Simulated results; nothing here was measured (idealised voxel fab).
Name of the process module below: voxel capacitor over wiring
cross-section cut | 240 nm wide | cells 5 nm
A cross-section is a grid of square cells, given in bands from the top down. A band is one or more rows of cells. Top, bottom (nm), then materials left to right with widths (nm); lone material tagged "all across" fills the whole band edge to edge; "empty" = empty space. Ref level 0: as-received wafer is one material below here. Bottom band extends down with no lower bound ("from 0 down"). Read "30 to 40" as a graded width: first number on top, second number at the bottom, same change between each pair of neighbouring rows. "no change" means the step left every cell of the cross-section as it was. For the entry "Closed void entries", the listed items are empty spaces with no open way to the top whose size is 8 cells or more; each item follows the pattern width x height at distance, where distance is from the left edge and all three are in nm. It should be noted that, on the line of a given step, the content following the step's settings is a remark produced by the simulator itself with respect to that step. overlay nm: where the mask lay relative to plan, measured to the right, on steps with a mask; negatives go left.
Set out below are the planned steps of the process:
1) RECEIVE with material Si
2) CONFORMAL_DEP with material SiO2, thk nm 15
3) CONFORMAL_DEP with material SiCN, thk nm 5
4) DIRECTIONAL_DEP with material SiO2, thk nm 15
5) PATTERN with tone open, mask id METAL_1, material resist, width nm 25, pitch nm 85, thk nm 15, overlay nm 0
6) DIRECTIONAL_ETCH with etch materials SiO2, depth nm 15
7) DIRECTIONAL_ETCH with etch materials SiCN, depth nm 5
8) STRIP with etch materials resist
9) CONFORMAL_DEP with material TiN, thk nm 5
10) FILL_DEP with material Ru, thk nm 10
11) CMP with height nm 35
12) CONFORMAL_DEP with material SiCN, thk nm 5
13) DIRECTIONAL_DEP with material lowk, thk nm 10
14) PATTERN with tone open, mask id PLUG_1, material resist, width nm 15, thk nm 20, overlay nm 0
15) DIRECTIONAL_ETCH with etch materials lowk, depth nm 10
16) DIRECTIONAL_ETCH with etch materials SiCN, depth nm 5
17) STRIP with etch materials resist
18) EPI with material Ru, thk nm 10
19) EPI with material Ru, thk nm 5
20) DIRECTIONAL_DEP with material TiN, thk nm 5
21) DIRECTIONAL_DEP with material Al2O3, thk nm 5
22) DIRECTIONAL_DEP with material TiN, thk nm 5
23) DIRECTIONAL_DEP with material aC, thk nm 15
24) PATTERN with tone cover, mask id UPPER_PLATE, material resist, width nm 65, thk nm 30, overlay nm 0
25) DIRECTIONAL_ETCH with etch materials aC, depth nm 15
26) STRIP with etch materials resist
27) DIRECTIONAL_ETCH with etch materials TiN, depth nm 5
28) DIRECTIONAL_ETCH with etch materials Al2O3, depth nm 5
29) STRIP with etch materials aC
30) PATTERN with tone cover, mask id LOWER_PLATE, material resist, width nm 75, thk nm 20, overlay nm 0
31) DIRECTIONAL_ETCH with etch materials TiN, depth nm 5
32) STRIP with etch materials resist
33) FILL_DEP with material SiO2, thk nm 15
34) CMP with height nm 75
35) DIRECTIONAL_DEP with material aC, thk nm 15
36) PATTERN with tone open, mask id PLUG_2, material resist, width nm 15, thk nm 35, overlay nm 0
37) DIRECTIONAL_ETCH with etch materials aC, depth nm 15
38) STRIP with etch materials resist
39) DIRECTIONAL_ETCH with etch materials SiO2, depth nm 10
40) STRIP with etch materials aC
41) CONFORMAL_DEP with material TiN, thk nm 5
42) FILL_DEP with material W, thk nm 5
43) CMP with height nm 75
44) CONFORMAL_DEP with material SiCN, thk nm 5
This is the cross-section of the wafer as we received it, i.e. after step 1:
- from 0 down: Si all across
- Closed void entries: none
The cross-section shown corresponds to the wafer at the conclusion of the module. The initial structure and the process plan are those presented above; however, one mistake occurred in executing the plan:
- from 80 to 75: SiCN all across
- from 75 to 70: SiO2: 75, then TiN: 25, then SiO2: 140
- from 70 to 65: SiO2: 75, then Al2O3: 25, then SiO2: 140
- from 65 to 60: SiO2: 70, then TiN: 70, then SiO2: 100
- from 60 to 55: SiO2: 65, then Ru: 35, then Al2O3: 40, then SiO2: 100
- from 55 to 50: SiO2: 65, then Ru: 35, then TiN: 45, then SiO2: 95
- from 50 to 40: lowk: 75, then Ru: 15, then lowk: 150
- from 40 to 35: SiCN: 75, then Ru: 15, then SiCN: 150
- from 35 to 20: SiO2: 65, then TiN: 5, then Ru: 15, then TiN: 5, then SiO2: 60, then TiN: 5, then Ru: 15, then TiN: 5, then SiO2: 65
- from 20 to 15: SiCN: 65, then TiN: 25, then SiCN: 60, then TiN: 25, then SiCN: 65
- from 15 to 0: SiO2 all across
- from 0 down: Si all across
- Closed void entries: none
Misprocessing identified: execution of plan step 18 occurred twice
